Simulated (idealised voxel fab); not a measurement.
The document below concerns the process module designated voxel spacer lines.
Section cut is 165 nm wide and gridded with 5 nm square cells.
If you're reading a cross-section in this doc, picture square cells in a grid; it comes to you as bands, top ones listed first down to the bottom, and a band can be one or more rows of cells. Band: top and bottom heights (nm) first, top before bottom; then materials from left to right, widths in nm. "full width" marks a sole material filling the band edge to edge. "air" denotes empty space. The level at which height equals 0 is the one under which the wafer, as it arrives, is entirely one material. No lower edge exists for the bottom band, which continues downward and is notated as in "0 down". So if you see something like "30..40" for the width, read it as the top row of the band sitting at the first number and the bottom row at the second, with every row in between moving by the same amount as the last. Reading "remains unaltered" for a step: not a cell of the cross-section changed in it. The label "Fully sealed cavities" introduces a list of the empty spaces, 8 cells or larger, that have no open way up to the top; each entry in it reads width x height at distance, where the distance is taken from the left edge and all three are stated in nm. Anything after a step's settings on that line? It's the simulator's own note about the step. "overlay nm" on a masked step: distance the mask lay right of its planned place, negative for left.
THE STEPS PLANNED FOR THE PROCESS ARE AS FOLLOWS
| 1 | RECEIVE, material Si |
| 2 | CONFORMAL_DEP, material Al2O3, thk nm 5 |
| 3 | DIRECTIONAL_DEP, material polySi, thk nm 20 |
| 4 | DIRECTIONAL_DEP, material aC, thk nm 25 |
| 5 | PATTERN, tone cover, mask id MANDREL, material resist, width nm 20, pitch nm 70, thk nm 35, overlay nm 0 |
| 6 | DIRECTIONAL_ETCH, etch materials aC, depth nm 25 |
| 7 | STRIP, etch materials resist |
| 8 | CONFORMAL_DEP, material SiO2, thk nm 15 |
| 9 | DIRECTIONAL_ETCH, etch materials SiO2, depth nm 15 |
| 10 | STRIP, etch materials aC |
| 11 | DIRECTIONAL_ETCH, etch materials polySi, depth nm 20 |
| 12 | STRIP, etch materials SiO2 |
SHOWN IN CROSS-SECTION IS THE WAFER AS RECEIVED, THAT IS, AS IT STANDS AFTER STEP 1
    0 down  Si full width
    Fully sealed cavities: none
CROSS-SECTION, FIRST OF TWO WAFERS, END OF MODULE, RUN AS PLANNED
    25 to 5  air=20, polySi=15, air=20, polySi=15, air=20, polySi=15, air=20, polySi=15, air=25
    5 to 0  Al2O3 full width
    0 down  Si full width
    Fully sealed cavities: none
SAME START, SAME PLAN AS THE FIRST WAFER - BUT ONE MISTAKE IN THE RUN. CROSS-SECTION OF THE SECOND OF THE TWO AT THE END OF THE MODULE
    45 to 25  air=20, polySi=15, air=20, polySi=15, air=20, polySi=15, air=20, polySi=15, air=25
    25 to 5  polySi full width
    5 to 0  Al2O3 full width
    0 down  Si full width
    Fully sealed cavities: none
Diagnosis: plan step 3 was twice executed
Final cells, second wafer relative to first, materials higher or lower: polySi +132
